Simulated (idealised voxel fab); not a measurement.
process module | voxel air gaps
cross-section cut | 220 nm wide | cells 5 nm
A cross-section is a grid of square cells, given in bands from the top down. A band is one or more rows of cells.
Each band's line starts with the height of the band's top and of its bottom, in nm. Then come its materials from left to right, each with its width in nm. One material with "throughout" fills the band from edge to edge. "air" is empty space.
Height 0 is the level under which the wafer as received is all one material. The lowest band goes on downwards, as in "0 down".
A width such as "30 to 40" changes by the same amount from each row of cells to the next, from the band's top row to its bottom row.
"no change" after a step means that no cell of the cross-section changed.
closed voids: empty space of 8 cells or more with no open way to the top, each as width x height at its distance from the left edge, in nm
after a step's settings: what the simulator itself notes on the step
overlay nm, on a step with a mask: how far to the right of its planned place the mask lay; to the left if negative
plan
1 op RECEIVE | material Si
2 op CONFORMAL_DEP | material SiO2 | thk nm 10
3 op CONFORMAL_DEP | material SiCN | thk nm 5
4 op DIRECTIONAL_DEP | material SiO2 | thk nm 30
5 op PATTERN | tone open | mask id LINES | material resist | width nm 25 | pitch nm 50 | thk nm 15 | overlay nm 0
6 op DIRECTIONAL_ETCH | etch materials SiO2 | depth nm 30
7 op STRIP | etch materials resist
8 op CONFORMAL_DEP | material TiN | thk nm 5
9 op FILL_DEP | material Ru | thk nm 5
10 op CMP | height nm 45
11 op EPI | material Ru | thk nm 10
12 op SELECTIVE_ETCH | etch materials SiO2 | depth nm 40
13 op CONFORMAL_DEP | material SiCN | thk nm 5
as received, after step 1
  0 down: Si throughout
  closed voids: none
a wafer at the end: this start, this plan, one mistake
  60 to 55: air 5 | SiCN 205 | air 10
  55 to 45: air 5 | SiCN 5 | Ru 45 | SiCN 5 | Ru 45 | SiCN 5 | Ru 45 | SiCN 5 | Ru 45 | SiCN 5 | air 10
  45 to 40: air 5 | SiCN 15 | TiN 5 | Ru 15 | TiN 5 | SiCN 25 | TiN 5 | Ru 15 | TiN 5 | SiCN 25 | TiN 5 | Ru 15 | TiN 5 | SiCN 25 | TiN 5 | Ru 15 | TiN 5 | SiCN 15 | air 10
  40 to 20: air 15 | SiCN 5 | TiN 5 | Ru 15 | TiN 5 | SiCN 5 | air 15 | SiCN 5 | TiN 5 | Ru 15 | TiN 5 | SiCN 5 | air 15 | SiCN 5 | TiN 5 | Ru 15 | TiN 5 | SiCN 5 | air 15 | SiCN 5 | TiN 5 | Ru 15 | TiN 5 | SiCN 5 | air 20
  20 to 15: air 15 | SiCN 5 | TiN 25 | SiCN 5 | air 15 | SiCN 5 | TiN 25 | SiCN 5 | air 15 | SiCN 5 | TiN 25 | SiCN 5 | air 15 | SiCN 5 | TiN 25 | SiCN 5 | air 20
  15 to 10: air 15 | SiCN 15 | SiO2 5 | SiCN 15 | air 15 | SiCN 15 | SiO2 5 | SiCN 15 | air 15 | SiCN 15 | SiO2 5 | SiCN 15 | air 15 | SiCN 15 | SiO2 5 | SiCN 15 | air 20
  10 to 5: SiCN 30 | SiO2 5 | SiCN 45 | SiO2 5 | SiCN 45 | SiO2 5 | SiCN 45 | SiO2 5 | SiCN 35
  5 to 0: SiCN throughout
  0 down: Si throughout
  closed voids: 15 x 30 at 50; 15 x 30 at 100; 15 x 30 at 150
what went wrong: steps 2 and 3 were swapped
